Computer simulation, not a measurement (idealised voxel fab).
process module | voxel trench capacitor
cross-section cut | 295 nm wide | cells 5 nm
A cross-section is a grid of square cells, given in bands from the top down. A band is one or more rows of cells.
Each band's line starts with the height of the band's top and of its bottom, in nm. Then come its materials from left to right, each with its width in nm. One material with "throughout" fills the band from edge to edge. "air" is empty space.
Height 0 is the level under which the wafer as received is all one material. The lowest band goes on downwards, as in "0 down".
A width such as "30 to 40" changes by the same amount from each row of cells to the next, from the band's top row to its bottom row.
"no change" after a step means that no cell of the cross-section changed.
closed voids: empty space of 8 cells or more with no open way to the top, each as width x height at its distance from the left edge, in nm
after a step's settings: what the simulator itself notes on the step
overlay nm, on a step with a mask: how far to the right of its planned place the mask lay; to the left if negative
plan
1 op RECEIVE | material Si
2 op CONFORMAL_DEP | material SiN | thk nm 5
3 op MASKED_ETCH | tone open | mask id TRENCH | width nm 20 | pitch nm 50 | etch materials SiN | depth nm 5 | overlay nm 0
4 op MASKED_ETCH | tone open | mask id TRENCH | width nm 20 | pitch nm 50 | etch materials Si | depth nm 30 | overlay nm 0
5 op CONFORMAL_DEP | material SiO2 | thk nm 5
6 op FILL_DEP | material polySi | thk nm 10
7 op CMP | height nm 5
as received, after step 1
  0 down: Si throughout
  closed voids: none
first wafer at the end, as planned
  5 to 0: SiN 85 | SiO2 5 | polySi 10 | SiO2 5 | SiN 30 | SiO2 5 | polySi 10 | SiO2 5 | SiN 30 | SiO2 5 | polySi 10 | SiO2 5 | SiN 90
  0 to -25: Si 85 | SiO2 5 | polySi 10 | SiO2 5 | Si 30 | SiO2 5 | polySi 10 | SiO2 5 | Si 30 | SiO2 5 | polySi 10 | SiO2 5 | Si 90
  -25 to -30: Si 85 | SiO2 20 | Si 30 | SiO2 20 | Si 30 | SiO2 20 | Si 90
  -30 down: Si throughout
  closed voids: none
second wafer at the end: like start, like plan, one mistake
  5 to 0: SiN 85 | SiO2 5 | polySi 10 | SiO2 5 | SiN 30 | SiO2 5 | polySi 10 | SiO2 5 | SiN 30 | SiO2 5 | polySi 10 | SiO2 5 | SiN 90
  0 to -55: Si 85 | SiO2 5 | polySi 10 | SiO2 5 | Si 30 | SiO2 5 | polySi 10 | SiO2 5 | Si 30 | SiO2 5 | polySi 10 | SiO2 5 | Si 90
  -55 to -60: Si 85 | SiO2 20 | Si 30 | SiO2 20 | Si 30 | SiO2 20 | Si 90
  -60 down: Si throughout
  closed voids: none
what went wrong: step 4 was run twice
at the end the second wafer has, in cells: 72 fewer of Si | 36 more of SiO2 | 36 more of polySi
